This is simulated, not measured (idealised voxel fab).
process module | voxel double patterning
Section shown: cut. Width: 300 nm. Cell size: 5 nm, square.
Bands, listed from the top down, are how a cross-section gets written in this document; the cross-section itself is a grid of square cells, and a band is one or more rows of them. The band entry comprises the height of the band's top followed by the height of its bottom, expressed in nm, and subsequently the band's materials from left to right, each stated together with its width in nm. Where a single material is marked with the word "all across", that material fills the band from edge to edge. The word "air" represents empty space. Height is counted from the level 0, under which the received wafer is composed throughout of one material. The lowest of the bands is not closed at the bottom but continues downward, in the notation "from 0 down". When a width is written as two numbers, as in "30..40", the first number is the width in the top row of cells of the band and the second is the width in its bottom row, and the width changes by the same amount from each row to the next. Key: "nothing was modified" - step with no changed cell in the cross-section. "Closed void listing" - sealed voids, min. 8 cells, no opening to top; format: width x height at distance (distance from left edge; nm throughout). Past the settings on a step's line: simulator remark, on that step. overlay nm: on a step with a mask, how far right of its planned place the mask lay; negative means left.

### These are the steps we planned for the process
1. RECEIVE,material Si
2. CONFORMAL_DEP,material SiO2,thk nm 10
3. DIRECTIONAL_DEP,material TiN,thk nm 15
4. DIRECTIONAL_DEP,material SiCN,thk nm 5
5. DIRECTIONAL_DEP,material aC,thk nm 10
6. PATTERN,tone open,mask id FIRST,material resist,width nm 15,pitch nm 50,thk nm 30,overlay nm 0
7. DIRECTIONAL_ETCH,etch materials aC,depth nm 10
8. STRIP,etch materials resist
9. DIRECTIONAL_ETCH,etch materials SiCN,depth nm 5
10. STRIP,etch materials aC
11. MASKED_ETCH,tone open,mask id SECOND,width nm 15,pitch nm 50,etch materials SiCN,depth nm 5,overlay nm 0
12. DIRECTIONAL_ETCH,etch materials TiN,depth nm 15
13. STRIP,etch materials SiCN

### Delivered wafer in cross-section: state after step 1
from 0 down  Si all across
Closed void listing: none

### The module was run from the start shown above using the plan shown above, but one mistake was made doing it; the resulting wafer cross-section is below
from 25 to 10  TiN 90 nm; air 15 nm; TiN 10 nm; air 20 nm; TiN 5 nm; air 15 nm; TiN 10 nm; air 20 nm; TiN 5 nm; air 15 nm; TiN 95 nm
from 10 to 0  SiO2 all across
from 0 down  Si all across
Closed void listing: none
What went wrong in running the wafer? planned and actual differ for step 11; actual: MASKED_ETCH,tone open,mask id SECOND,width nm 20,pitch nm 50,etch materials SiCN,depth nm 5,overlay nm 0
